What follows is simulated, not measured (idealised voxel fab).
Process module name: voxel tone inversion
Xsec cut, 280 nm wide, square cell size 5 nm.
Cross-section, as written here: a square-cell grid given band by band from the top down, where a band holds one or more rows of cells.
Band: top and bottom heights (nm) first, top before bottom; then materials from left to right, widths in nm. "everywhere" marks a sole material filling the band edge to edge. "blank" denotes empty space.
Heights are reckoned from 0. Under this level, the received wafer is all of one material. The bottommost band is open-ended downward, for example "0 -> down".
Quick explanation for "30..40": the width changes in equal steps down the rows of cells, from the first number in the band's top row to the second number in its bottom row.
You'll sometimes find "nothing changed" written for a step, and that's the way of saying that nowhere in the cross-section did a cell change during that step.
What "Closed cavities" gives you is every empty space of 8 cells or more that is cut off from the top. Each appears as width x height at distance, with the distance taken from the left edge and width, height and distance all in nm.
Anything after a step's settings on that line? It's the simulator's own note about the step.
"overlay nm" on a masked step: distance the mask lay right of its planned place, negative for left.

## The following list gives the planned process steps
1) RECEIVE, material Si
2) CONFORMAL_DEP, material SiCN, thk nm 10
3) DIRECTIONAL_DEP, material aC, thk nm 15
4) PATTERN, tone cover, mask id POSTS, material resist, width nm 20, pitch nm 40, thk nm 25, overlay nm 0
5) DIRECTIONAL_ETCH, etch materials aC, depth nm 15
6) STRIP, etch materials resist
7) FILL_DEP, material SiO2, thk nm 5
8) CMP, height nm 25
9) STRIP, etch materials aC
10) CONFORMAL_DEP, material TiN, thk nm 5
11) FILL_DEP, material Ru, thk nm 10
12) CMP, height nm 25
13) CONFORMAL_DEP, material SiN, thk nm 5

## As-received wafer cross-section (after step 1)
  0 -> down  Si everywhere
  Closed cavities: none

## Below is the wafer in cross-section after the module was completed. It began from the starting point shown above and followed the plan shown above, except that one mistake was made while running it
  30 -> 25  SiN everywhere
  25 -> 15  SiO2: 70 / TiN: 5 / Ru: 15 / TiN: 5 / SiO2: 15 / TiN: 5 / Ru: 15 / TiN: 5 / SiO2: 15 / TiN: 5 / Ru: 15 / TiN: 5 / SiO2: 15 / TiN: 5 / Ru: 15 / TiN: 5 / SiO2: 65
  15 -> 10  SiO2: 70 / TiN: 25 / SiO2: 15 / TiN: 25 / SiO2: 15 / TiN: 25 / SiO2: 15 / TiN: 25 / SiO2: 65
  10 -> 0  SiCN everywhere
  0 -> down  Si everywhere
  Closed cavities: none
Misprocessing identified: the process deviated at step 4: the operation and settings actually run there were PATTERN, tone cover, mask id POSTS, material resist, width nm 25, pitch nm 40, thk nm 25, overlay nm 0
